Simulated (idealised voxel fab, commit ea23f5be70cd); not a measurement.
Proc. module: voxel self aligned contacts
Shown is cross-section cut, with a width of 290 nm and square cells of size 5 nm.
Cross-section = grid of square cells, listed top down in bands; band = one or more rows.
In this notation a band is specified by the heights of its top and bottom, in that order and in nm, after which its materials appear from left to right, each paired with its width in nm. The word "throughout" attached to a single material means that material fills the band from edge to edge; the word "empty" stands for empty space.
Below 0: as-received wafer, all one material; heights counted from there. Lowest band: no bottom, goes on down, written "0 and below".
The notation "30..40" denotes a width that varies across the rows of cells in the band, beginning at the first number in the top row, finishing at the second number in the bottom row, and changing by an identical amount from each row to the next.
Take "remained the same" at face value: in the step it is given for, the cross-section changed in none of its cells.
"Closed void roster" - sealed voids, min. 8 cells, no opening to top; format: width x height at distance (distance from left edge; nm throughout).
Note: text after step settings on the step line = simulator remark on that step.
On any step carrying a mask, the "overlay nm" setting, if present on the step's line, tells how far right of its planned place the mask lay; negative values point to the left.

Listed below are the process steps as planned:
1) RECEIVE with material Si
2) CONFORMAL_DEP with material SiO2, thk nm 5
3) DIRECTIONAL_DEP with material polySi, thk nm 30
4) DIRECTIONAL_DEP with material SiN, thk nm 20
5) MASKED_ETCH with tone cover, mask id GATE, width nm 25, pitch nm 60, etch materials SiN, depth nm 20, overlay nm 0
6) MASKED_ETCH with tone cover, mask id GATE, width nm 25, pitch nm 60, etch materials polySi, depth nm 30, overlay nm 0
7) CONFORMAL_DEP with material SiN, thk nm 10
8) DIRECTIONAL_ETCH with etch materials SiN, depth nm 10
9) FILL_DEP with material SiO2, thk nm 10
10) CMP with height nm 60
11) DIRECTIONAL_DEP with material aC, thk nm 15
12) PATTERN with tone open, mask id CONTACT, material resist, width nm 45, thk nm 35, overlay nm 0
13) DIRECTIONAL_ETCH with etch materials aC, depth nm 15
14) STRIP with etch materials resist
15) DIRECTIONAL_ETCH with etch materials SiO2, depth nm 60
16) STRIP with etch materials aC
17) CONFORMAL_DEP with material TiN, thk nm 5
18) FILL_DEP with material W, thk nm 5
19) CMP with height nm 60
20) CONFORMAL_DEP with material SiN, thk nm 5

First of two wafers, processed according to plan:

Cross-section of the incoming wafer, state after step 1:
	0 and below = Si throughout
	Closed void roster: none

Cross-sectional representation of the wafer at the conclusion of step 2:
	5 down to 0 = SiO2 throughout
	Everything under 0 stays put, no change at all.

Cross-sectional representation of the wafer at the conclusion of step 3:
	35 down to 5 = polySi throughout
	Everything under 5 stays put, no change at all.

Cross-sectional representation of the wafer at the conclusion of step 4:
	55 down to 35 = SiN throughout
	Everything under 35 stays put, no change at all.

Cross-sectional representation of the wafer at the conclusion of step 5:
	55 down to 35 = empty=100  SiN=25  empty=35  SiN=25  empty=105
	Everything under 35 stays put, no change at all.

Cross-sectional representation of the wafer at the conclusion of step 6:
	55 down to 35 = empty=100  SiN=25  empty=35  SiN=25  empty=105
	35 down to 5 = empty=100  polySi=25  empty=35  polySi=25  empty=105
	Everything under 5 stays put, no change at all.

Cross-sectional representation of the wafer at the conclusion of step 7:
	65 down to 35 = empty=90  SiN=45  empty=15  SiN=45  empty=95
	35 down to 15 = empty=90  SiN=10  polySi=25  SiN=10  empty=15  SiN=10  polySi=25  SiN=10  empty=95
	15 down to 5 = SiN=100  polySi=25  SiN=35  polySi=25  SiN=105
	Everything under 5 stays put, no change at all.

Cross-sectional representation of the wafer at the conclusion of step 8:
	55 down to 35 = empty=90  SiN=45  empty=15  SiN=45  empty=95
	35 down to 5 = empty=90  SiN=10  polySi=25  SiN=10  empty=15  SiN=10  polySi=25  SiN=10  empty=95
	Everything under 5 stays put, no change at all.

Cross-sectional representation of the wafer at the conclusion of step 9:
	65 down to 55 = SiO2 throughout
	55 down to 35 = SiO2=90  SiN=45  SiO2=15  SiN=45  SiO2=95
	35 down to 5 = SiO2=90  SiN=10  polySi=25  SiN=10  SiO2=15  SiN=10  polySi=25  SiN=10  SiO2=95
	Everything under 5 stays put, no change at all.

Cross-sectional representation of the wafer at the conclusion of step 10:
	60 down to 55 = SiO2 throughout
	Everything under 55 stays put, no change at all.

Cross-sectional representation of the wafer at the conclusion of step 11:
	75 down to 60 = aC throughout
	Everything under 60 stays put, no change at all.

Cross-sectional representation of the wafer at the conclusion of step 12:
	110 down to 75 = resist=120  empty=45  resist=125
	Everything under 75 stays put, no change at all.

Cross-sectional representation of the wafer at the conclusion of step 13:
	95 down to 75 = resist=120  empty=45  resist=125
	75 down to 60 = aC=120  empty=45  aC=125
	Everything under 60 stays put, no change at all.

Cross-sectional representation of the wafer at the conclusion of step 14:
	75 down to 60 = aC=120  empty=45  aC=125
	Everything under 60 stays put, no change at all.

Cross-sectional representation of the wafer at the conclusion of step 15:
	75 down to 60 = aC=120  empty=45  aC=125
	60 down to 55 = SiO2=120  empty=45  SiO2=125
	55 down to 35 = SiO2=90  SiN=45  empty=15  SiN=45  SiO2=95
	35 down to 5 = SiO2=90  SiN=10  polySi=25  SiN=10  empty=15  SiN=10  polySi=25  SiN=10  SiO2=95
	5 down to 0 = SiO2=135  empty=15  SiO2=140
	Everything under 0 stays put, no change at all.

Cross-sectional representation of the wafer at the conclusion of step 16:
	60 down to 55 = SiO2=120  empty=45  SiO2=125
	Everything under 55 stays put, no change at all.

Cross-sectional representation of the wafer at the conclusion of step 17:
	65 down to 60 = TiN=125  empty=35  TiN=130
	60 down to 55 = SiO2=120  TiN=20  empty=5  TiN=20  SiO2=125
	55 down to 35 = SiO2=90  SiN=45  TiN=5  empty=5  TiN=5  SiN=45  SiO2=95
	35 down to 5 = SiO2=90  SiN=10  polySi=25  SiN=10  TiN=5  empty=5  TiN=5  SiN=10  polySi=25  SiN=10  SiO2=95
	5 down to 0 = SiO2=135  TiN=15  SiO2=140
	Everything under 0 stays put, no change at all.

Cross-sectional representation of the wafer at the conclusion of step 18:
	70 down to 65 = W throughout
	65 down to 60 = TiN=125  W=35  TiN=130
	60 down to 55 = SiO2=120  TiN=20  W=5  TiN=20  SiO2=125
	55 down to 35 = SiO2=90  SiN=45  TiN=5  W=5  TiN=5  SiN=45  SiO2=95
	35 down to 5 = SiO2=90  SiN=10  polySi=25  SiN=10  TiN=5  W=5  TiN=5  SiN=10  polySi=25  SiN=10  SiO2=95
	Everything under 5 stays put, no change at all.

Cross-sectional representation of the wafer at the conclusion of step 19:
	60 down to 55 = SiO2=120  TiN=20  W=5  TiN=20  SiO2=125
	Everything under 55 stays put, no change at all.

Cross-sectional representation of the wafer at the conclusion of step 20:
	65 down to 60 = SiN throughout
	Everything under 60 stays put, no change at all.

Second wafer: same start and same plan as the first, one execution error; identical to the first through step 4:

Cross-section of the second wafer when, according to plan, step 5 should have finished:
	55 down to 35 = empty=105  SiN=15  empty=45  SiN=15  empty=110
	Everything under 35 stays put, no change at all.

Cross-section of the second wafer when, according to plan, step 6 should have finished:
	55 down to 35 = empty=105  SiN=15  empty=45  SiN=15  empty=110
	35 down to 5 = empty=100  polySi=25  empty=35  polySi=25  empty=105
	Everything under 5 stays put, no change at all.

Cross-section of the second wafer when, according to plan, step 7 should have finished:
	65 down to 45 = empty=95  SiN=35  empty=25  SiN=35  empty=100
	45 down to 35 = empty=90  SiN=45  empty=15  SiN=45  empty=95
	35 down to 15 = empty=90  SiN=10  polySi=25  SiN=10  empty=15  SiN=10  polySi=25  SiN=10  empty=95
	15 down to 5 = SiN=100  polySi=25  SiN=35  polySi=25  SiN=105
	Everything under 5 stays put, no change at all.

Cross-section of the second wafer when, according to plan, step 8 should have finished:
	55 down to 35 = empty=95  SiN=35  empty=25  SiN=35  empty=100
	35 down to 5 = empty=90  SiN=10  polySi=25  SiN=10  empty=15  SiN=10  polySi=25  SiN=10  empty=95
	Everything under 5 stays put, no change at all.

Cross-section of the second wafer when, according to plan, step 9 should have finished:
	65 down to 55 = SiO2 throughout
	55 down to 35 = SiO2=95  SiN=35  SiO2=25  SiN=35  SiO2=100
	35 down to 5 = SiO2=90  SiN=10  polySi=25  SiN=10  SiO2=15  SiN=10  polySi=25  SiN=10  SiO2=95
	Everything under 5 stays put, no change at all.

Cross-section of the second wafer when, according to plan, step 10 should have finished:
	60 down to 55 = SiO2 throughout
	Everything under 55 stays put, no change at all.

Cross-section of the second wafer when, according to plan, step 11 should have finished:
	75 down to 60 = aC throughout
	Everything under 60 stays put, no change at all.

Cross-section of the second wafer when, according to plan, step 12 should have finished:
	110 down to 75 = resist=120  empty=45  resist=125
	Everything under 75 stays put, no change at all.

Cross-section of the second wafer when, according to plan, step 13 should have finished:
	95 down to 75 = resist=120  empty=45  resist=125
	75 down to 60 = aC=120  empty=45  aC=125
	Everything under 60 stays put, no change at all.

Cross-section of the second wafer when, according to plan, step 14 should have finished:
	75 down to 60 = aC=120  empty=45  aC=125
	Everything under 60 stays put, no change at all.

Cross-section of the second wafer when, according to plan, step 15 should have finished:
	75 down to 60 = aC=120  empty=45  aC=125
	60 down to 55 = SiO2=120  empty=45  SiO2=125
	55 down to 35 = SiO2=95  SiN=35  empty=25  SiN=35  SiO2=100
	35 down to 5 = SiO2=90  SiN=10  polySi=25  SiN=10  empty=15  SiN=10  polySi=25  SiN=10  SiO2=95
	5 down to 0 = SiO2=135  empty=15  SiO2=140
	Everything under 0 stays put, no change at all.

Cross-section of the second wafer when, according to plan, step 16 should have finished:
	60 down to 55 = SiO2=120  empty=45  SiO2=125
	Everything under 55 stays put, no change at all.

Cross-section of the second wafer when, according to plan, step 17 should have finished:
	65 down to 60 = TiN=125  empty=35  TiN=130
	60 down to 55 = SiO2=120  TiN=15  empty=15  TiN=15  SiO2=125
	55 down to 40 = SiO2=95  SiN=35  TiN=5  empty=15  TiN=5  SiN=35  SiO2=100
	40 down to 35 = SiO2=95  SiN=35  TiN=10  empty=5  TiN=10  SiN=35  SiO2=100
	35 down to 5 = SiO2=90  SiN=10  polySi=25  SiN=10  TiN=5  empty=5  TiN=5  SiN=10  polySi=25  SiN=10  SiO2=95
	5 down to 0 = SiO2=135  TiN=15  SiO2=140
	Everything under 0 stays put, no change at all.

Cross-section of the second wafer when, according to plan, step 18 should have finished:
	70 down to 65 = W throughout
	65 down to 60 = TiN=125  W=35  TiN=130
	60 down to 55 = SiO2=120  TiN=15  W=15  TiN=15  SiO2=125
	55 down to 40 = SiO2=95  SiN=35  TiN=5  W=15  TiN=5  SiN=35  SiO2=100
	40 down to 35 = SiO2=95  SiN=35  TiN=10  W=5  TiN=10  SiN=35  SiO2=100
	35 down to 5 = SiO2=90  SiN=10  polySi=25  SiN=10  TiN=5  W=5  TiN=5  SiN=10  polySi=25  SiN=10  SiO2=95
	Everything under 5 stays put, no change at all.

Cross-section of the second wafer when, according to plan, step 19 should have finished:
	60 down to 55 = SiO2=120  TiN=15  W=15  TiN=15  SiO2=125
	Everything under 55 stays put, no change at all.

Cross-section of the second wafer when, according to plan, step 20 should have finished:
	65 down to 60 = SiN throughout
	Everything under 60 stays put, no change at all.
Processing error: step 5 deviated from plan and actually ran as MASKED_ETCH with tone cover, mask id GATE, width nm 15, pitch nm 60, etch materials SiN, depth nm 20, overlay nm 0
Per the end-of-run cell counts, the second wafer holds more or fewer of some materials than the first: -16 SiN | +8 SiO2 | +8 W
